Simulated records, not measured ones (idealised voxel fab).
Process module heading - voxel air gaps
Shown is cross-section cut, with a width of 250 nm and square cells of size 5 nm.
If you're reading a cross-section in this doc, picture square cells in a grid; it comes to you as bands, top ones listed first down to the bottom, and a band can be one or more rows of cells.
Band: top height; bottom height; in nm. Then, left to right: material with width in nm, for each material. "everywhere": a single material spanning edge to edge. "blank": empty space.
Beneath 0, the wafer as received is one material, and that level is where height counting begins. The lowest band goes on downward without a bottom; it is written like "top 0, no bottom".
The notation "30..40" denotes a width that varies across the rows of cells in the band, beginning at the first number in the top row, finishing at the second number in the bottom row, and changing by an identical amount from each row to the next.
"changes: none" for a step: no cell of the cross-section changed in that step.
The entry "Enclosed internal cavities" lists the empty spaces that cover at least 8 cells and have no open path to the top. Each is written as width x height at distance, where the distance is measured from the left edge and all three values are in nm.
Formally, on a step line, whatever follows the settings is a remark that the simulator itself makes on the step.
overlay nm: where the mask lay relative to plan, measured to the right, on steps with a mask; negatives go left.
Layout of what follows: cross-section pairs, each bracketing one process step, the after cross-section shown only to the lowest band that changed, the step between and its settings noted under each pair. Pairs may originate in different runs of this module on the same starting wafer; a pair continues from the pair above only where its entry headed "Geometry before processing" says so.
GEOMETRY BEFORE PROCESSING
	top 60, bottom 45  aC 65, blank 15, aC 25, blank 15, aC 25, blank 15, aC 25, blank 15, aC 50
	top 45, bottom 15  lowk everywhere
	top 15, bottom 10  SiN everywhere
	top 10, bottom 0  SiO2 everywhere
	top 0, no bottom  Si everywhere
	Enclosed internal cavities: none
POST-STEP SNAPSHOT
	top 60, bottom 45  aC 65, blank 15, aC 25, blank 15, aC 25, blank 15, aC 25, blank 15, aC 50
	top 45, bottom 15  lowk 65, blank 15, lowk 25, blank 15, lowk 25, blank 15, lowk 25, blank 15, lowk 50
	Below 15 it's all the same as before, nothing changed down there.
	Enclosed internal cavities: none
To go from the before cross-section above to the after cross-section, apply DIRECTIONAL_ETCH [etch materials lowk] [depth nm 30]
Geometry before processing: the cross-section after the pair above
POST-STEP SNAPSHOT
	top 45, bottom 15  lowk 65, blank 15, lowk 25, blank 15, lowk 25, blank 15, lowk 25, blank 15, lowk 50
	Below 15 it's all the same as before, nothing changed down there.
	Enclosed internal cavities: none
To go from the before cross-section above to the after cross-section, apply STRIP [etch materials aC]
Geometry before processing: the cross-section after the pair above
POST-STEP SNAPSHOT
	top 50, bottom 45  TiN 70, blank 5, TiN 35, blank 5, TiN 35, blank 5, TiN 35, blank 5, TiN 55
	top 45, bottom 20  lowk 65, TiN 5, blank 5, TiN 5, lowk 25, TiN 5, blank 5, TiN 5, lowk 25, TiN 5, blank 5, TiN 5, lowk 25, TiN 5, blank 5, TiN 5, lowk 50
	top 20, bottom 15  lowk 65, TiN 15, lowk 25, TiN 15, lowk 25, TiN 15, lowk 25, TiN 15, lowk 50
	Below 15 it's all the same as before, nothing changed down there.
	Enclosed internal cavities: none
To go from the before cross-section above to the after cross-section, apply CONFORMAL_DEP [material TiN] [thk nm 5]
Geometry before processing: the cross-section after the pair above
POST-STEP SNAPSHOT
	top 55, bottom 50  Cu everywhere
	top 50, bottom 45  TiN 70, Cu 5, TiN 35, Cu 5, TiN 35, Cu 5, TiN 35, Cu 5, TiN 55
	top 45, bottom 20  lowk 65, TiN 5, Cu 5, TiN 5, lowk 25, TiN 5, Cu 5, TiN 5, lowk 25, TiN 5, Cu 5, TiN 5, lowk 25, TiN 5, Cu 5, TiN 5, lowk 50
	Below 20 it's all the same as before, nothing changed down there.
	Enclosed internal cavities: none
To go from the before cross-section above to the after cross-section, apply FILL_DEP [material Cu] [thk nm 5]
Geometry before processing: the cross-section after the pair above
POST-STEP SNAPSHOT
	top 45, bottom 20  lowk 65, TiN 5, Cu 5, TiN 5, lowk 25, TiN 5, Cu 5, TiN 5, lowk 25, TiN 5, Cu 5, TiN 5, lowk 25, TiN 5, Cu 5, TiN 5, lowk 50
	Below 20 it's all the same as before, nothing changed down there.
	Enclosed internal cavities: none
To go from the before cross-section above to the after cross-section, apply CMP [height nm 45]
Geometry before processing: the cross-section after the pair above
POST-STEP SNAPSHOT
	top 55, bottom 45  blank 55, Ru 35, blank 5, Ru 35, blank 5, Ru 35, blank 5, Ru 35, blank 40
	Below 45 it's all the same as before, nothing changed down there.
	Enclosed internal cavities: none
To go from the before cross-section above to the after cross-section, apply EPI [material Ru] [thk nm 10]
Geometry before processing: the cross-section after the pair above
POST-STEP SNAPSHOT
	top 55, bottom 45  blank 55, Ru 35, blank 5, Ru 35, blank 5, Ru 35, blank 5, Ru 35, blank 40
	top 45, bottom 20  blank 65, TiN 5, Cu 5, TiN 5, blank 25, TiN 5, Cu 5, TiN 5, blank 25, TiN 5, Cu 5, TiN 5, blank 25, TiN 5, Cu 5, TiN 5, blank 50
	top 20, bottom 15  blank 65, TiN 15, blank 25, TiN 15, blank 25, TiN 15, blank 25, TiN 15, blank 50
	Below 15 it's all the same as before, nothing changed down there.
	Enclosed internal cavities: none
To go from the before cross-section above to the after cross-section, apply SELECTIVE_ETCH [etch materials lowk] [depth nm 40]
Geometry before processing: the cross-section after the pair above
POST-STEP SNAPSHOT
	top 60, bottom 55  blank 50, SiN 165, blank 35
	top 55, bottom 45  blank 50, SiN 5, Ru 35, SiN 5, Ru 35, SiN 5, Ru 35, SiN 5, Ru 35, SiN 5, blank 35
	top 45, bottom 40  blank 50, SiN 15, TiN 5, Cu 5, TiN 5, SiN 25, TiN 5, Cu 5, TiN 5, SiN 25, TiN 5, Cu 5, TiN 5, SiN 25, TiN 5, Cu 5, TiN 5, SiN 15, blank 35
	top 40, bottom 20  blank 60, SiN 5, TiN 5, Cu 5, TiN 5, SiN 5, blank 15, SiN 5, TiN 5, Cu 5, TiN 5, SiN 5, blank 15, SiN 5, TiN 5, Cu 5, TiN 5, SiN 5, blank 15, SiN 5, TiN 5, Cu 5, TiN 5, SiN 5, blank 45
	top 20, bottom 15  SiN 65, TiN 15, SiN 25, TiN 15, SiN 25, TiN 15, SiN 25, TiN 15, SiN 50
	Below 15 it's all the same as before, nothing changed down there.
	Enclosed internal cavities: 15 x 20 at 85; 15 x 20 at 125; 15 x 20 at 165
To go from the before cross-section above to the after cross-section, apply CONFORMAL_DEP [material SiN] [thk nm 5]
GEOMETRY BEFORE PROCESSING
	top 45, bottom 15  lowk 55, blank 15, lowk 25, blank 15, lowk 25, blank 15, lowk 25, blank 15, lowk 60
	top 15, bottom 10  SiN everywhere
	top 10, bottom 0  SiO2 everywhere
	top 0, no bottom  Si everywhere
	Enclosed internal cavities: none
POST-STEP SNAPSHOT
	top 50, bottom 45  Ru 60, blank 5, Ru 35, blank 5, Ru 35, blank 5, Ru 35, blank 5, Ru 65
	top 45, bottom 20  lowk 55, Ru 5, blank 5, Ru 5, lowk 25, Ru 5, blank 5, Ru 5, lowk 25, Ru 5, blank 5, Ru 5, lowk 25, Ru 5, blank 5, Ru 5, lowk 60
	top 20, bottom 15  lowk 55, Ru 15, lowk 25, Ru 15, lowk 25, Ru 15, lowk 25, Ru 15, lowk 60
	Below 15 it's all the same as before, nothing changed down there.
	Enclosed internal cavities: none
To go from the before cross-section above to the after cross-section, apply CONFORMAL_DEP [material Ru] [thk nm 5]
Geometry before processing: the cross-section after the pair above
POST-STEP SNAPSHOT
	top 55, bottom 50  Cu everywhere
	top 50, bottom 45  Ru 60, Cu 5, Ru 35, Cu 5, Ru 35, Cu 5, Ru 35, Cu 5, Ru 65
	top 45, bottom 20  lowk 55, Ru 5, Cu 5, Ru 5, lowk 25, Ru 5, Cu 5, Ru 5, lowk 25, Ru 5, Cu 5, Ru 5, lowk 25, Ru 5, Cu 5, Ru 5, lowk 60
	Below 20 it's all the same as before, nothing changed down there.
	Enclosed internal cavities: none
To go from the before cross-section above to the after cross-section, apply FILL_DEP [material Cu] [thk nm 5]
Geometry before processing: the cross-section after the pair above
POST-STEP SNAPSHOT
	top 45, bottom 20  lowk 55, Ru 5, Cu 5, Ru 5, lowk 25, Ru 5, Cu 5, Ru 5, lowk 25, Ru 5, Cu 5, Ru 5, lowk 25, Ru 5, Cu 5, Ru 5, lowk 60
	Below 20 it's all the same as before, nothing changed down there.
	Enclosed internal cavities: none
To go from the before cross-section above to the after cross-section, apply CMP [height nm 45]
Geometry before processing: the cross-section after the pair above
POST-STEP SNAPSHOT
	top 55, bottom 45  blank 45, Ru 35, blank 5, Ru 35, blank 5, Ru 35, blank 5, Ru 35, blank 50
	Below 45 it's all the same as before, nothing changed down there.
	Enclosed internal cavities: none
To go from the before cross-section above to the after cross-section, apply EPI [material Ru] [thk nm 10]
Geometry before processing: the cross-section after the pair above
POST-STEP SNAPSHOT
	top 55, bottom 45  blank 45, Ru 35, blank 5, Ru 35, blank 5, Ru 35, blank 5, Ru 35, blank 50
	top 45, bottom 20  blank 55, Ru 5, Cu 5, Ru 5, blank 25, Ru 5, Cu 5, Ru 5, blank 25, Ru 5, Cu 5, Ru 5, blank 25, Ru 5, Cu 5, Ru 5, blank 60
	top 20, bottom 15  blank 55, Ru 15, blank 25, Ru 15, blank 25, Ru 15, blank 25, Ru 15, blank 60
	Below 15 it's all the same as before, nothing changed down there.
	Enclosed internal cavities: none
To go from the before cross-section above to the after cross-section, apply SELECTIVE_ETCH [etch materials lowk] [depth nm 40]
Geometry before processing: the cross-section after the pair above
POST-STEP SNAPSHOT
	top 60, bottom 55  blank 40, SiN 165, blank 45
	top 55, bottom 45  blank 40, SiN 5, Ru 35, SiN 5, Ru 35, SiN 5, Ru 35, SiN 5, Ru 35, SiN 5, blank 45
	top 45, bottom 40  blank 40, SiN 15, Ru 5, Cu 5, Ru 5, SiN 25, Ru 5, Cu 5, Ru 5, SiN 25, Ru 5, Cu 5, Ru 5, SiN 25, Ru 5, Cu 5, Ru 5, SiN 15, blank 45
	top 40, bottom 20  blank 50, SiN 5, Ru 5, Cu 5, Ru 5, SiN 5, blank 15, SiN 5, Ru 5, Cu 5, Ru 5, SiN 5, blank 15, SiN 5, Ru 5, Cu 5, Ru 5, SiN 5, blank 15, SiN 5, Ru 5, Cu 5, Ru 5, SiN 5, blank 55
	top 20, bottom 15  SiN 55, Ru 15, SiN 25, Ru 15, SiN 25, Ru 15, SiN 25, Ru 15, SiN 60
	Below 15 it's all the same as before, nothing changed down there.
	Enclosed internal cavities: 15 x 20 at 75; 15 x 20 at 115; 15 x 20 at 155
To go from the before cross-section above to the after cross-section, apply CONFORMAL_DEP [material SiN] [thk nm 5]
GEOMETRY BEFORE PROCESSING
	top 60, bottom 45  aC everywhere
	top 45, bottom 15  lowk everywhere
	top 15, bottom 10  SiN everywhere
	top 10, bottom 0  SiO2 everywhere
	top 0, no bottom  Si everywhere
	Enclosed internal cavities: none
POST-STEP SNAPSHOT
	top 95, bottom 60  blank 55, resist 15, blank 25, resist 15, blank 25, resist 15, blank 25, resist 15, blank 60
	Below 60 it's all the same as before, nothing changed down there.
	Enclosed internal cavities: none
To go from the before cross-section above to the after cross-section, apply PATTERN [tone cover] [mask id LINES] [material resist] [width nm 15] [pitch nm 40] [thk nm 35] [overlay nm 0]
Geometry before processing: the cross-section after the pair above
POST-STEP SNAPSHOT
	top 80, bottom 60  blank 55, resist 15, blank 25, resist 15, blank 25, resist 15, blank 25, resist 15, blank 60
	top 60, bottom 45  blank 55, aC 15, blank 25, aC 15, blank 25, aC 15, blank 25, aC 15, blank 60
	Below 45 it's all the same as before, nothing changed down there.
	Enclosed internal cavities: none
To go from the before cross-section above to the after cross-section, apply DIRECTIONAL_ETCH [etch materials aC] [depth nm 15]
Geometry before processing: the cross-section after the pair above
POST-STEP SNAPSHOT
	top 60, bottom 45  blank 55, aC 15, blank 25, aC 15, blank 25, aC 15, blank 25, aC 15, blank 60
	Below 45 it's all the same as before, nothing changed down there.
	Enclosed internal cavities: none
To go from the before cross-section above to the after cross-section, apply STRIP [etch materials resist]
Geometry before processing: the cross-section after the pair above
POST-STEP SNAPSHOT
	top 60, bottom 45  blank 55, aC 15, blank 25, aC 15, blank 25, aC 15, blank 25, aC 15, blank 60
	top 45, bottom 15  blank 55, lowk 15, blank 25, lowk 15, blank 25, lowk 15, blank 25, lowk 15, blank 60
	Below 15 it's all the same as before, nothing changed down there.
	Enclosed internal cavities: none
To go from the before cross-section above to the after cross-section, apply DIRECTIONAL_ETCH [etch materials lowk] [depth nm 30]
Geometry before processing: the cross-section after the pair above
POST-STEP SNAPSHOT
	top 45, bottom 15  blank 55, lowk 15, blank 25, lowk 15, blank 25, lowk 15, blank 25, lowk 15, blank 60
	Below 15 it's all the same as before, nothing changed down there.
	Enclosed internal cavities: none
To go from the before cross-section above to the after cross-section, apply STRIP [etch materials aC]
Geometry before processing: the cross-section after the pair above
POST-STEP SNAPSHOT
	top 50, bottom 45  blank 50, TiN 25, blank 15, TiN 25, blank 15, TiN 25, blank 15, TiN 25, blank 55
	top 45, bottom 20  blank 50, TiN 5, lowk 15, TiN 5, blank 15, TiN 5, lowk 15, TiN 5, blank 15, TiN 5, lowk 15, TiN 5, blank 15, TiN 5, lowk 15, TiN 5, blank 55
	top 20, bottom 15  TiN 55, lowk 15, TiN 25, lowk 15, TiN 25, lowk 15, TiN 25, lowk 15, TiN 60
	Below 15 it's all the same as before, nothing changed down there.
	Enclosed internal cavities: none
To go from the before cross-section above to the after cross-section, apply CONFORMAL_DEP [material TiN] [thk nm 5]
Geometry before processing: the cross-section after the pair above
POST-STEP SNAPSHOT
	top 55, bottom 50  Cu everywhere
	top 50, bottom 45  Cu 50, TiN 25, Cu 15, TiN 25, Cu 15, TiN 25, Cu 15, TiN 25, Cu 55
	top 45, bottom 20  Cu 50, TiN 5, lowk 15, TiN 5, Cu 15, TiN 5, lowk 15, TiN 5, Cu 15, TiN 5, lowk 15, TiN 5, Cu 15, TiN 5, lowk 15, TiN 5, Cu 55
	Below 20 it's all the same as before, nothing changed down there.
	Enclosed internal cavities: none
To go from the before cross-section above to the after cross-section, apply FILL_DEP [material Cu] [thk nm 5]
Geometry before processing: the cross-section after the pair above
POST-STEP SNAPSHOT
	top 45, bottom 20  Cu 50, TiN 5, lowk 15, TiN 5, Cu 15, TiN 5, lowk 15, TiN 5, Cu 15, TiN 5, lowk 15, TiN 5, Cu 15, TiN 5, lowk 15, TiN 5, Cu 55
	Below 20 it's all the same as before, nothing changed down there.
	Enclosed internal cavities: none
To go from the before cross-section above to the after cross-section, apply CMP [height nm 45]
Geometry before processing: the cross-section after the pair above
POST-STEP SNAPSHOT
	top 55, bottom 45  Ru everywhere
	Below 45 it's all the same as before, nothing changed down there.
	Enclosed internal cavities: none
To go from the before cross-section above to the after cross-section, apply EPI [material Ru] [thk nm 10]
Geometry before processing: the cross-section after the pair above
POST-STEP SNAPSHOT
	top 60, bottom 55  SiN everywhere
	Below 55 it's all the same as before, nothing changed down there.
	Enclosed internal cavities: none
To go from the before cross-section above to the after cross-section, apply CONFORMAL_DEP [material SiN] [thk nm 5]
